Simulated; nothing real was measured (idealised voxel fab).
Module name: voxel gate over fins (process module)
cross-section cut | 210 nm wide | cells 5 nm
Just so we're on the same page, the cross-sections are grids of square cells, and they're listed out in bands top to bottom, each band one or more rows deep. Band entry format. Leading values: height of top, height of bottom, nm. Remainder: materials in left-to-right order, each with its width in nm. Special words: "edge to edge" on a single material, which then fills the band edge to edge; "empty", empty space. Basically, 0 is our baseline, since under it the wafer straight out of the box is all one material. The bottom band has no lower end and keeps on going down, so it looks like "0 nm and below". So if you see something like "30 to 40" for the width, read it as the top row of the band sitting at the first number and the bottom row at the second, with every row in between moving by the same amount as the last. The designation "same as before", where it is given for a processing step, indicates that no cell of the cross-section was altered in the course of that step. Each empty space that has no open way to the top and spans at least 8 cells appears under "Closed cavity list" as width x height at distance, the distance counted from the left edge, all in nm. If you see something after the settings on a step's line, that's the simulator's own remark about that step. You can add "overlay nm" to a step's line. For a step with a mask, it describes how far the mask lay to the right of its planned position, and a negative number describes a lay to the left.

Process steps (planned):
- 1: RECEIVE (material Si)
- 2: CONFORMAL_DEP (material SiN; thk nm 10)
- 3: DIRECTIONAL_DEP (material aC; thk nm 10)
- 4: PATTERN (tone cover; mask id FINS; material resist; width nm 15; pitch nm 55; thk nm 30; overlay nm 0)
- 5: DIRECTIONAL_ETCH (etch materials aC; depth nm 10)
- 6: STRIP (etch materials resist)
- 7: DIRECTIONAL_ETCH (etch materials SiN; depth nm 10)
- 8: DIRECTIONAL_ETCH (etch materials Si; depth nm 35)
- 9: STRIP (etch materials aC)
- 10: FILL_DEP (material SiO2; thk nm 15)
- 11: CMP (height nm 10)
- 12: DIRECTIONAL_DEP (material aC; thk nm 10)
- 13: PATTERN (tone open; mask id RAIL; material resist; width nm 15; thk nm 25; overlay nm 0)
- 14: DIRECTIONAL_ETCH (etch materials aC; depth nm 10)
- 15: STRIP (etch materials resist)
- 16: DIRECTIONAL_ETCH (etch materials SiO2; depth nm 40)
- 17: STRIP (etch materials aC)
- 18: CONFORMAL_DEP (material TiN; thk nm 5)
- 19: FILL_DEP (material W; thk nm 10)
- 20: CMP (height nm 10)
- 21: SELECTIVE_ETCH (etch materials W Ru TiN; depth nm 30)
- 22: FILL_DEP (material SiO2; thk nm 5)
- 23: CMP (height nm 10)
- 24: SELECTIVE_ETCH (etch materials SiO2; depth nm 20)
- 25: STRIP (etch materials SiN)
- 26: CONFORMAL_DEP (material HfO2; thk nm 5)
- 27: CONFORMAL_DEP (material TiN; thk nm 5)
- 28: CONFORMAL_DEP (material TiAl; thk nm 5)
- 29: CONFORMAL_DEP (material TiN; thk nm 5)
- 30: FILL_DEP (material W; thk nm 15)
- 31: CMP (height nm 30)
- 32: CONFORMAL_DEP (material SiCN; thk nm 10)

The first of two wafers, run as planned:

Cross-section: wafer on arrival = after step 1:
  0 nm and below = Si edge to edge
  Closed cavity list: none

Step 2 done - wafer cross-section:
  10 nm to 0 nm = SiN edge to edge
  No changes below 0.

Step 3 done - wafer cross-section:
  20 nm to 10 nm = aC edge to edge
  No changes below 10.

Step 4 done - wafer cross-section:
  50 nm to 20 nm = empty 40  resist 15  empty 40  resist 15  empty 40  resist 15  empty 45
  No changes below 20.

Step 5 done - wafer cross-section:
  40 nm to 20 nm = empty 40  resist 15  empty 40  resist 15  empty 40  resist 15  empty 45
  20 nm to 10 nm = empty 40  aC 15  empty 40  aC 15  empty 40  aC 15  empty 45
  No changes below 10.

Step 6 done - wafer cross-section:
  20 nm to 10 nm = empty 40  aC 15  empty 40  aC 15  empty 40  aC 15  empty 45
  No changes below 10.

Step 7 done - wafer cross-section:
  20 nm to 10 nm = empty 40  aC 15  empty 40  aC 15  empty 40  aC 15  empty 45
  10 nm to 0 nm = empty 40  SiN 15  empty 40  SiN 15  empty 40  SiN 15  empty 45
  No changes below 0.

Step 8 done - wafer cross-section:
  20 nm to 10 nm = empty 40  aC 15  empty 40  aC 15  empty 40  aC 15  empty 45
  10 nm to 0 nm = empty 40  SiN 15  empty 40  SiN 15  empty 40  SiN 15  empty 45
  0 nm to -35 nm = empty 40  Si 15  empty 40  Si 15  empty 40  Si 15  empty 45
  No changes below -35.

Step 9 done - wafer cross-section:
  10 nm to 0 nm = empty 40  SiN 15  empty 40  SiN 15  empty 40  SiN 15  empty 45
  No changes below 0.

Step 10 done - wafer cross-section:
  25 nm to 10 nm = SiO2 edge to edge
  10 nm to 0 nm = SiO2 40  SiN 15  SiO2 40  SiN 15  SiO2 40  SiN 15  SiO2 45
  0 nm to -35 nm = SiO2 40  Si 15  SiO2 40  Si 15  SiO2 40  Si 15  SiO2 45
  No changes below -35.

Step 11 done - wafer cross-section:
  10 nm to 0 nm = SiO2 40  SiN 15  SiO2 40  SiN 15  SiO2 40  SiN 15  SiO2 45
  No changes below 0.

Step 12 done - wafer cross-section:
  20 nm to 10 nm = aC edge to edge
  No changes below 10.

Step 13 done - wafer cross-section:
  45 nm to 20 nm = resist 65  empty 15  resist 130
  No changes below 20.

Step 14 done - wafer cross-section:
  35 nm to 20 nm = resist 65  empty 15  resist 130
  20 nm to 10 nm = aC 65  empty 15  aC 130
  No changes below 10.

Step 15 done - wafer cross-section:
  20 nm to 10 nm = aC 65  empty 15  aC 130
  No changes below 10.

Step 16 done - wafer cross-section:
  20 nm to 10 nm = aC 65  empty 15  aC 130
  10 nm to 0 nm = SiO2 40  SiN 15  SiO2 10  empty 15  SiO2 15  SiN 15  SiO2 40  SiN 15  SiO2 45
  0 nm to -30 nm = SiO2 40  Si 15  SiO2 10  empty 15  SiO2 15  Si 15  SiO2 40  Si 15  SiO2 45
  No changes below -30.

Step 17 done - wafer cross-section:
  10 nm to 0 nm = SiO2 40  SiN 15  SiO2 10  empty 15  SiO2 15  SiN 15  SiO2 40  SiN 15  SiO2 45
  No changes below 0.

Step 18 done - wafer cross-section:
  15 nm to 10 nm = TiN 70  empty 5  TiN 135
  10 nm to 0 nm = SiO2 40  SiN 15  SiO2 10  TiN 5  empty 5  TiN 5  SiO2 15  SiN 15  SiO2 40  SiN 15  SiO2 45
  0 nm to -25 nm = SiO2 40  Si 15  SiO2 10  TiN 5  empty 5  TiN 5  SiO2 15  Si 15  SiO2 40  Si 15  SiO2 45
  -25 nm to -30 nm = SiO2 40  Si 15  SiO2 10  TiN 15  SiO2 15  Si 15  SiO2 40  Si 15  SiO2 45
  No changes below -30.

Step 19 done - wafer cross-section:
  25 nm to 15 nm = W edge to edge
  15 nm to 10 nm = TiN 70  W 5  TiN 135
  10 nm to 0 nm = SiO2 40  SiN 15  SiO2 10  TiN 5  W 5  TiN 5  SiO2 15  SiN 15  SiO2 40  SiN 15  SiO2 45
  0 nm to -25 nm = SiO2 40  Si 15  SiO2 10  TiN 5  W 5  TiN 5  SiO2 15  Si 15  SiO2 40  Si 15  SiO2 45
  No changes below -25.

Step 20 done - wafer cross-section:
  10 nm to 0 nm = SiO2 40  SiN 15  SiO2 10  TiN 5  W 5  TiN 5  SiO2 15  SiN 15  SiO2 40  SiN 15  SiO2 45
  No changes below 0.

Step 21 done - wafer cross-section:
  10 nm to 0 nm = SiO2 40  SiN 15  SiO2 10  empty 15  SiO2 15  SiN 15  SiO2 40  SiN 15  SiO2 45
  0 nm to -20 nm = SiO2 40  Si 15  SiO2 10  empty 15  SiO2 15  Si 15  SiO2 40  Si 15  SiO2 45
  No changes below -20.

Step 22 done - wafer cross-section:
  15 nm to 10 nm = SiO2 edge to edge
  10 nm to 0 nm = SiO2 40  SiN 15  SiO2 40  SiN 15  SiO2 40  SiN 15  SiO2 45
  0 nm to -20 nm = SiO2 40  Si 15  SiO2 40  Si 15  SiO2 40  Si 15  SiO2 45
  No changes below -20.

Step 23 done - wafer cross-section:
  10 nm to 0 nm = SiO2 40  SiN 15  SiO2 40  SiN 15  SiO2 40  SiN 15  SiO2 45
  No changes below 0.

Step 24 done - wafer cross-section:
  10 nm to 0 nm = empty 40  SiN 15  empty 40  SiN 15  empty 40  SiN 15  empty 45
  0 nm to -10 nm = empty 40  Si 15  empty 40  Si 15  empty 40  Si 15  empty 45
  No changes below -10.

Step 25 done - wafer cross-section:
  0 nm to -10 nm = empty 40  Si 15  empty 40  Si 15  empty 40  Si 15  empty 45
  No changes below -10.

Step 26 done - wafer cross-section:
  5 nm to 0 nm = empty 35  HfO2 25  empty 30  HfO2 25  empty 30  HfO2 25  empty 40
  0 nm to -5 nm = empty 35  HfO2 5  Si 15  HfO2 5  empty 30  HfO2 5  Si 15  HfO2 5  empty 30  HfO2 5  Si 15  HfO2 5  empty 40
  -5 nm to -10 nm = HfO2 40  Si 15  HfO2 40  Si 15  HfO2 40  Si 15  HfO2 45
  No changes below -10.

Step 27 done - wafer cross-section:
  10 nm to 5 nm = empty 30  TiN 35  empty 20  TiN 35  empty 20  TiN 35  empty 35
  5 nm to 0 nm = empty 30  TiN 5  HfO2 25  TiN 5  empty 20  TiN 5  HfO2 25  TiN 5  empty 20  TiN 5  HfO2 25  TiN 5  empty 35
  0 nm to -5 nm = TiN 35  HfO2 5  Si 15  HfO2 5  TiN 30  HfO2 5  Si 15  HfO2 5  TiN 30  HfO2 5  Si 15  HfO2 5  TiN 40
  No changes below -5.

Step 28 done - wafer cross-section:
  15 nm to 10 nm = empty 25  TiAl 45  empty 10  TiAl 45  empty 10  TiAl 45  empty 30
  10 nm to 5 nm = empty 25  TiAl 5  TiN 35  TiAl 5  empty 10  TiAl 5  TiN 35  TiAl 5  empty 10  TiAl 5  TiN 35  TiAl 5  empty 30
  5 nm to 0 nm = TiAl 30  TiN 5  HfO2 25  TiN 5  TiAl 20  TiN 5  HfO2 25  TiN 5  TiAl 20  TiN 5  HfO2 25  TiN 5  TiAl 35
  No changes below 0.

Step 29 done - wafer cross-section:
  20 nm to 15 nm = empty 20  TiN 165  empty 25
  15 nm to 10 nm = empty 20  TiN 5  TiAl 45  TiN 10  TiAl 45  TiN 10  TiAl 45  TiN 5  empty 25
  10 nm to 5 nm = TiN 25  TiAl 5  TiN 35  TiAl 5  TiN 10  TiAl 5  TiN 35  TiAl 5  TiN 10  TiAl 5  TiN 35  TiAl 5  TiN 30
  No changes below 5.

Step 30 done - wafer cross-section:
  35 nm to 20 nm = W edge to edge
  20 nm to 15 nm = W 20  TiN 165  W 25
  15 nm to 10 nm = W 20  TiN 5  TiAl 45  TiN 10  TiAl 45  TiN 10  TiAl 45  TiN 5  W 25
  No changes below 10.

Step 31 done - wafer cross-section:
  30 nm to 20 nm = W edge to edge
  No changes below 20.

Step 32 done - wafer cross-section:
  40 nm to 30 nm = SiCN edge to edge
  No changes below 30.

It is to be noted that the second wafer proceeded from the same initial state and according to the same plan as the first, although one mistake was committed in its execution; through step 12, inclusive, the two wafers share an identical history:

when step 13 should have ended:
  45 nm to 20 nm = empty 65  resist 15  empty 130
  No changes below 20.

when step 14 should have ended:
  35 nm to 20 nm = empty 65  resist 15  empty 130
  20 nm to 10 nm = empty 65  aC 15  empty 130
  No changes below 10.

when step 15 should have ended:
  20 nm to 10 nm = empty 65  aC 15  empty 130
  No changes below 10.

when step 16 should have ended:
  20 nm to 10 nm = empty 65  aC 15  empty 130
  10 nm to 0 nm = empty 40  SiN 15  empty 10  SiO2 15  empty 15  SiN 15  empty 40  SiN 15  empty 45
  0 nm to -30 nm = empty 40  Si 15  empty 10  SiO2 15  empty 15  Si 15  empty 40  Si 15  empty 45
  No changes below -30.

when step 17 should have ended:
  10 nm to 0 nm = empty 40  SiN 15  empty 10  SiO2 15  empty 15  SiN 15  empty 40  SiN 15  empty 45
  No changes below 0.

when step 18 should have ended:
  15 nm to 10 nm = empty 35  TiN 50  empty 5  TiN 25  empty 30  TiN 25  empty 40
  10 nm to 0 nm = empty 35  TiN 5  SiN 15  TiN 10  SiO2 15  TiN 5  empty 5  TiN 5  SiN 15  TiN 5  empty 30  TiN 5  SiN 15  TiN 5  empty 40
  0 nm to -25 nm = empty 35  TiN 5  Si 15  TiN 10  SiO2 15  TiN 5  empty 5  TiN 5  Si 15  TiN 5  empty 30  TiN 5  Si 15  TiN 5  empty 40
  -25 nm to -30 nm = TiN 40  Si 15  TiN 10  SiO2 15  TiN 15  Si 15  TiN 40  Si 15  TiN 45
  No changes below -30.

when step 19 should have ended:
  25 nm to 15 nm = W edge to edge
  15 nm to 10 nm = W 35  TiN 50  W 5  TiN 25  W 30  TiN 25  W 40
  10 nm to 0 nm = W 35  TiN 5  SiN 15  TiN 10  SiO2 15  TiN 5  W 5  TiN 5  SiN 15  TiN 5  W 30  TiN 5  SiN 15  TiN 5  W 40
  0 nm to -25 nm = W 35  TiN 5  Si 15  TiN 10  SiO2 15  TiN 5  W 5  TiN 5  Si 15  TiN 5  W 30  TiN 5  Si 15  TiN 5  W 40
  No changes below -25.

when step 20 should have ended:
  10 nm to 0 nm = W 35  TiN 5  SiN 15  TiN 10  SiO2 15  TiN 5  W 5  TiN 5  SiN 15  TiN 5  W 30  TiN 5  SiN 15  TiN 5  W 40
  No changes below 0.

when step 21 should have ended:
  10 nm to 0 nm = empty 40  SiN 15  empty 10  SiO2 15  empty 15  SiN 15  empty 40  SiN 15  empty 45
  0 nm to -20 nm = empty 40  Si 15  empty 10  SiO2 15  empty 15  Si 15  empty 40  Si 15  empty 45
  No changes below -20.

when step 22 should have ended:
  15 nm to 10 nm = SiO2 edge to edge
  10 nm to 0 nm = SiO2 40  SiN 15  SiO2 40  SiN 15  SiO2 40  SiN 15  SiO2 45
  0 nm to -20 nm = SiO2 40  Si 15  SiO2 40  Si 15  SiO2 40  Si 15  SiO2 45
  No changes below -20.

when step 23 should have ended:
  10 nm to 0 nm = SiO2 40  SiN 15  SiO2 40  SiN 15  SiO2 40  SiN 15  SiO2 45
  No changes below 0.

when step 24 should have ended:
  10 nm to 0 nm = empty 40  SiN 15  empty 40  SiN 15  empty 40  SiN 15  empty 45
  0 nm to -10 nm = empty 40  Si 15  empty 40  Si 15  empty 40  Si 15  empty 45
  No changes below -10.

when step 25 should have ended:
  0 nm to -10 nm = empty 40  Si 15  empty 40  Si 15  empty 40  Si 15  empty 45
  No changes below -10.

when step 26 should have ended:
  5 nm to 0 nm = empty 35  HfO2 25  empty 30  HfO2 25  empty 30  HfO2 25  empty 40
  0 nm to -5 nm = empty 35  HfO2 5  Si 15  HfO2 5  empty 30  HfO2 5  Si 15  HfO2 5  empty 30  HfO2 5  Si 15  HfO2 5  empty 40
  -5 nm to -10 nm = HfO2 40  Si 15  HfO2 40  Si 15  HfO2 40  Si 15  HfO2 45
  No changes below -10.

when step 27 should have ended:
  10 nm to 5 nm = empty 30  TiN 35  empty 20  TiN 35  empty 20  TiN 35  empty 35
  5 nm to 0 nm = empty 30  TiN 5  HfO2 25  TiN 5  empty 20  TiN 5  HfO2 25  TiN 5  empty 20  TiN 5  HfO2 25  TiN 5  empty 35
  0 nm to -5 nm = TiN 35  HfO2 5  Si 15  HfO2 5  TiN 30  HfO2 5  Si 15  HfO2 5  TiN 30  HfO2 5  Si 15  HfO2 5  TiN 40
  No changes below -5.

when step 28 should have ended:
  15 nm to 10 nm = empty 25  TiAl 45  empty 10  TiAl 45  empty 10  TiAl 45  empty 30
  10 nm to 5 nm = empty 25  TiAl 5  TiN 35  TiAl 5  empty 10  TiAl 5  TiN 35  TiAl 5  empty 10  TiAl 5  TiN 35  TiAl 5  empty 30
  5 nm to 0 nm = TiAl 30  TiN 5  HfO2 25  TiN 5  TiAl 20  TiN 5  HfO2 25  TiN 5  TiAl 20  TiN 5  HfO2 25  TiN 5  TiAl 35
  No changes below 0.

when step 29 should have ended:
  20 nm to 15 nm = empty 20  TiN 165  empty 25
  15 nm to 10 nm = empty 20  TiN 5  TiAl 45  TiN 10  TiAl 45  TiN 10  TiAl 45  TiN 5  empty 25
  10 nm to 5 nm = TiN 25  TiAl 5  TiN 35  TiAl 5  TiN 10  TiAl 5  TiN 35  TiAl 5  TiN 10  TiAl 5  TiN 35  TiAl 5  TiN 30
  No changes below 5.

when step 30 should have ended:
  35 nm to 20 nm = W edge to edge
  20 nm to 15 nm = W 20  TiN 165  W 25
  15 nm to 10 nm = W 20  TiN 5  TiAl 45  TiN 10  TiAl 45  TiN 10  TiAl 45  TiN 5  W 25
  No changes below 10.

when step 31 should have ended:
  30 nm to 20 nm = W edge to edge
  No changes below 20.

when step 32 should have ended:
  40 nm to 30 nm = SiCN edge to edge
  No changes below 30.
Where did the run depart from the plan? rather than as planned, step 13 actually ran as PATTERN (tone cover; mask id RAIL; material resist; width nm 15; thk nm 25; overlay nm 0)
Final comparison by cell count, materials where the second wafer has more or fewer than the first: SiO2 -54, TiN +33, W +21
